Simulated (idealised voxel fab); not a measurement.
The name of this process module is voxel self aligned vias.
Cross-section cut spans 240 nm and uses square cells 5 nm in size.
In this document a cross-section is written as a grid of square cells. It is given as a series of bands, listed from the top down, and a band is one or more rows of cells. Within each band entry, the heights of the top and of the bottom of the band appear first, in that order and in nm; the materials of the band then follow from left to right, each with its corresponding width in nm. The designation "full width" on a single material indicates that it fills the band from edge to edge; the designation "empty" indicates empty space. The level at which height equals 0 is the one under which the wafer, as it arrives, is entirely one material. No lower edge exists for the bottom band, which continues downward and is notated as in "0 down". Graded width ("30->40"): value in top row of band = first number; value in bottom row = second number; row-to-row change constant. A step reported as "no change occurred" is a step in which no cell of the cross-section changed. The entry "Enclosed cavities" lists the empty spaces that cover at least 8 cells and have no open path to the top. Each is written as width x height at distance, where the distance is measured from the left edge and all three values are in nm. Anything after a step's settings on that line? It's the simulator's own note about the step. "overlay nm", when on a step's line for a step with a mask, measures how far to the right of its planned place the mask lay; a negative measure means to the left.

The following list gives the planned process steps:
| 1 | RECEIVE: material Si |
| 2 | CONFORMAL_DEP: material SiO2, thk nm 15 |
| 3 | CONFORMAL_DEP: material SiCN, thk nm 5 |
| 4 | DIRECTIONAL_DEP: material SiO2, thk nm 20 |
| 5 | DIRECTIONAL_DEP: material aC, thk nm 10 |
| 6 | PATTERN: tone open, mask id LINES, material resist, width nm 25, pitch nm 55, thk nm 30, overlay nm 0 |
| 7 | DIRECTIONAL_ETCH: etch materials aC, depth nm 10 |
| 8 | STRIP: etch materials resist |
| 9 | DIRECTIONAL_ETCH: etch materials SiO2, depth nm 20 |
| 10 | STRIP: etch materials aC |
| 11 | CONFORMAL_DEP: material TiN, thk nm 5 |
| 12 | FILL_DEP: material W, thk nm 5 |
| 13 | CMP: height nm 40 |
| 14 | SELECTIVE_ETCH: etch materials W Ru TiN, depth nm 5 |
| 15 | FILL_DEP: material SiN, thk nm 5 |
| 16 | CMP: height nm 40 |
| 17 | DIRECTIONAL_DEP: material SiO2, thk nm 20 |
| 18 | DIRECTIONAL_DEP: material aC, thk nm 10 |
| 19 | PATTERN: tone open, mask id VIAS, material resist, width nm 35, pitch nm 55, thk nm 25, overlay nm 0 |
| 20 | DIRECTIONAL_ETCH: etch materials aC, depth nm 10 |
| 21 | STRIP: etch materials resist |
| 22 | DIRECTIONAL_ETCH: etch materials SiO2, depth nm 20 |
| 23 | DIRECTIONAL_ETCH: etch materials SiN, depth nm 5 |
| 24 | STRIP: etch materials aC |
| 25 | CONFORMAL_DEP: material TiN, thk nm 5 |
| 26 | FILL_DEP: material Ru, thk nm 5 |
| 27 | CMP: height nm 60 |
| 28 | CONFORMAL_DEP: material SiN, thk nm 5 |

First of two wafers, processed according to plan:

Step 1 complete: cross-section of the wafer as received:
0 down = Si full width
Enclosed cavities: none

How the wafer stands in section after step 2:
15 to 0 = SiO2 full width
Below 0, the layers are the same as they were.

How the wafer stands in section after step 3:
20 to 15 = SiCN full width
Below 15, the layers are the same as they were.

How the wafer stands in section after step 4:
40 to 20 = SiO2 full width
Below 20, the layers are the same as they were.

How the wafer stands in section after step 5:
50 to 40 = aC full width
Below 40, the layers are the same as they were.

How the wafer stands in section after step 6:
80 to 50 = resist (80)  empty (25)  resist (30)  empty (25)  resist (80)
Below 50, the layers are the same as they were.

How the wafer stands in section after step 7:
70 to 50 = resist (80)  empty (25)  resist (30)  empty (25)  resist (80)
50 to 40 = aC (80)  empty (25)  aC (30)  empty (25)  aC (80)
Below 40, the layers are the same as they were.

How the wafer stands in section after step 8:
50 to 40 = aC (80)  empty (25)  aC (30)  empty (25)  aC (80)
Below 40, the layers are the same as they were.

How the wafer stands in section after step 9:
50 to 40 = aC (80)  empty (25)  aC (30)  empty (25)  aC (80)
40 to 20 = SiO2 (80)  empty (25)  SiO2 (30)  empty (25)  SiO2 (80)
Below 20, the layers are the same as they were.

How the wafer stands in section after step 10:
40 to 20 = SiO2 (80)  empty (25)  SiO2 (30)  empty (25)  SiO2 (80)
Below 20, the layers are the same as they were.

How the wafer stands in section after step 11:
45 to 40 = TiN (85)  empty (15)  TiN (40)  empty (15)  TiN (85)
40 to 25 = SiO2 (80)  TiN (5)  empty (15)  TiN (5)  SiO2 (30)  TiN (5)  empty (15)  TiN (5)  SiO2 (80)
25 to 20 = SiO2 (80)  TiN (25)  SiO2 (30)  TiN (25)  SiO2 (80)
Below 20, the layers are the same as they were.

How the wafer stands in section after step 12:
50 to 45 = W full width
45 to 40 = TiN (85)  W (15)  TiN (40)  W (15)  TiN (85)
40 to 25 = SiO2 (80)  TiN (5)  W (15)  TiN (5)  SiO2 (30)  TiN (5)  W (15)  TiN (5)  SiO2 (80)
Below 25, the layers are the same as they were.

How the wafer stands in section after step 13:
40 to 25 = SiO2 (80)  TiN (5)  W (15)  TiN (5)  SiO2 (30)  TiN (5)  W (15)  TiN (5)  SiO2 (80)
Below 25, the layers are the same as they were.

How the wafer stands in section after step 14:
40 to 35 = SiO2 (80)  empty (25)  SiO2 (30)  empty (25)  SiO2 (80)
Below 35, the layers are the same as they were.

How the wafer stands in section after step 15:
45 to 40 = SiN full width
40 to 35 = SiO2 (80)  SiN (25)  SiO2 (30)  SiN (25)  SiO2 (80)
Below 35, the layers are the same as they were.

How the wafer stands in section after step 16:
40 to 35 = SiO2 (80)  SiN (25)  SiO2 (30)  SiN (25)  SiO2 (80)
Below 35, the layers are the same as they were.

How the wafer stands in section after step 17:
60 to 40 = SiO2 full width
Below 40, the layers are the same as they were.

How the wafer stands in section after step 18:
70 to 60 = aC full width
Below 60, the layers are the same as they were.

How the wafer stands in section after step 19:
95 to 70 = resist (75)  empty (35)  resist (20)  empty (35)  resist (75)
Below 70, the layers are the same as they were.

How the wafer stands in section after step 20:
85 to 70 = resist (75)  empty (35)  resist (20)  empty (35)  resist (75)
70 to 60 = aC (75)  empty (35)  aC (20)  empty (35)  aC (75)
Below 60, the layers are the same as they were.

How the wafer stands in section after step 21:
70 to 60 = aC (75)  empty (35)  aC (20)  empty (35)  aC (75)
Below 60, the layers are the same as they were.

How the wafer stands in section after step 22:
70 to 60 = aC (75)  empty (35)  aC (20)  empty (35)  aC (75)
60 to 40 = SiO2 (75)  empty (35)  SiO2 (20)  empty (35)  SiO2 (75)
Below 40, the layers are the same as they were.

How the wafer stands in section after step 23:
70 to 60 = aC (75)  empty (35)  aC (20)  empty (35)  aC (75)
60 to 40 = SiO2 (75)  empty (35)  SiO2 (20)  empty (35)  SiO2 (75)
40 to 35 = SiO2 (80)  empty (25)  SiO2 (30)  empty (25)  SiO2 (80)
Below 35, the layers are the same as they were.

How the wafer stands in section after step 24:
60 to 40 = SiO2 (75)  empty (35)  SiO2 (20)  empty (35)  SiO2 (75)
Below 40, the layers are the same as they were.

How the wafer stands in section after step 25:
65 to 60 = TiN (80)  empty (25)  TiN (30)  empty (25)  TiN (80)
60 to 45 = SiO2 (75)  TiN (5)  empty (25)  TiN (5)  SiO2 (20)  TiN (5)  empty (25)  TiN (5)  SiO2 (75)
45 to 40 = SiO2 (75)  TiN (10)  empty (15)  TiN (10)  SiO2 (20)  TiN (10)  empty (15)  TiN (10)  SiO2 (75)
40 to 35 = SiO2 (80)  TiN (25)  SiO2 (30)  TiN (25)  SiO2 (80)
Below 35, the layers are the same as they were.

How the wafer stands in section after step 26:
70 to 65 = Ru full width
65 to 60 = TiN (80)  Ru (25)  TiN (30)  Ru (25)  TiN (80)
60 to 45 = SiO2 (75)  TiN (5)  Ru (25)  TiN (5)  SiO2 (20)  TiN (5)  Ru (25)  TiN (5)  SiO2 (75)
45 to 40 = SiO2 (75)  TiN (10)  Ru (15)  TiN (10)  SiO2 (20)  TiN (10)  Ru (15)  TiN (10)  SiO2 (75)
Below 40, the layers are the same as they were.

How the wafer stands in section after step 27:
60 to 45 = SiO2 (75)  TiN (5)  Ru (25)  TiN (5)  SiO2 (20)  TiN (5)  Ru (25)  TiN (5)  SiO2 (75)
Below 45, the layers are the same as they were.

How the wafer stands in section after step 28:
65 to 60 = SiN full width
Below 60, the layers are the same as they were.

The second wafer began exactly as the first did and followed the same plan, but one mistake was made while running it; through step 16 inclusive, the two wafers are identical:

Second wafer, section view, time point: scheduled end of step 17:
50 to 40 = SiO2 full width
Below 40, the layers are the same as they were.

Second wafer, section view, time point: scheduled end of step 18:
60 to 50 = aC full width
Below 50, the layers are the same as they were.

Second wafer, section view, time point: scheduled end of step 19:
85 to 60 = resist (75)  empty (35)  resist (20)  empty (35)  resist (75)
Below 60, the layers are the same as they were.

Second wafer, section view, time point: scheduled end of step 20:
75 to 60 = resist (75)  empty (35)  resist (20)  empty (35)  resist (75)
60 to 50 = aC (75)  empty (35)  aC (20)  empty (35)  aC (75)
Below 50, the layers are the same as they were.

Second wafer, section view, time point: scheduled end of step 21:
60 to 50 = aC (75)  empty (35)  aC (20)  empty (35)  aC (75)
Below 50, the layers are the same as they were.

Second wafer, section view, time point: scheduled end of step 22:
60 to 50 = aC (75)  empty (35)  aC (20)  empty (35)  aC (75)
50 to 40 = SiO2 (75)  empty (35)  SiO2 (20)  empty (35)  SiO2 (75)
40 to 35 = SiO2 (75)  empty (5)  SiN (25)  empty (5)  SiO2 (20)  empty (5)  SiN (25)  empty (5)  SiO2 (75)
35 to 30 = SiO2 (75)  empty (5)  TiN (5)  W (15)  TiN (5)  empty (5)  SiO2 (20)  empty (5)  TiN (5)  W (15)  TiN (5)  empty (5)  SiO2 (75)
Below 30, the layers are the same as they were.

Second wafer, section view, time point: scheduled end of step 23:
60 to 50 = aC (75)  empty (35)  aC (20)  empty (35)  aC (75)
50 to 35 = SiO2 (75)  empty (35)  SiO2 (20)  empty (35)  SiO2 (75)
Below 35, the layers are the same as they were.

Second wafer, section view, time point: scheduled end of step 24:
50 to 35 = SiO2 (75)  empty (35)  SiO2 (20)  empty (35)  SiO2 (75)
Below 35, the layers are the same as they were.

Second wafer, section view, time point: scheduled end of step 25:
55 to 50 = TiN (80)  empty (25)  TiN (30)  empty (25)  TiN (80)
50 to 40 = SiO2 (75)  TiN (5)  empty (25)  TiN (5)  SiO2 (20)  TiN (5)  empty (25)  TiN (5)  SiO2 (75)
40 to 35 = SiO2 (75)  TiN (35)  SiO2 (20)  TiN (35)  SiO2 (75)
35 to 25 = SiO2 (75->80)  TiN (10->5)  W (15)  TiN (10->5)  SiO2 (20->30)  TiN (10->5)  W (15)  TiN (10->5)  SiO2 (75->80)
Below 25, the layers are the same as they were.

Second wafer, section view, time point: scheduled end of step 26:
60 to 55 = Ru full width
55 to 50 = TiN (80)  Ru (25)  TiN (30)  Ru (25)  TiN (80)
50 to 40 = SiO2 (75)  TiN (5)  Ru (25)  TiN (5)  SiO2 (20)  TiN (5)  Ru (25)  TiN (5)  SiO2 (75)
Below 40, the layers are the same as they were.

Second wafer, section view, time point: scheduled end of step 27: no change occurred

Second wafer, section view, time point: scheduled end of step 28:
65 to 60 = SiN full width
Below 60, the layers are the same as they were.
What was done differently from what was planned? planned and actual differ for step 17; actual: DIRECTIONAL_DEP: material SiO2, thk nm 10
FYI, end of process, the second wafer has more or fewer cells of some materials than the first: +42 Ru | -76 SiO2 | +34 TiN
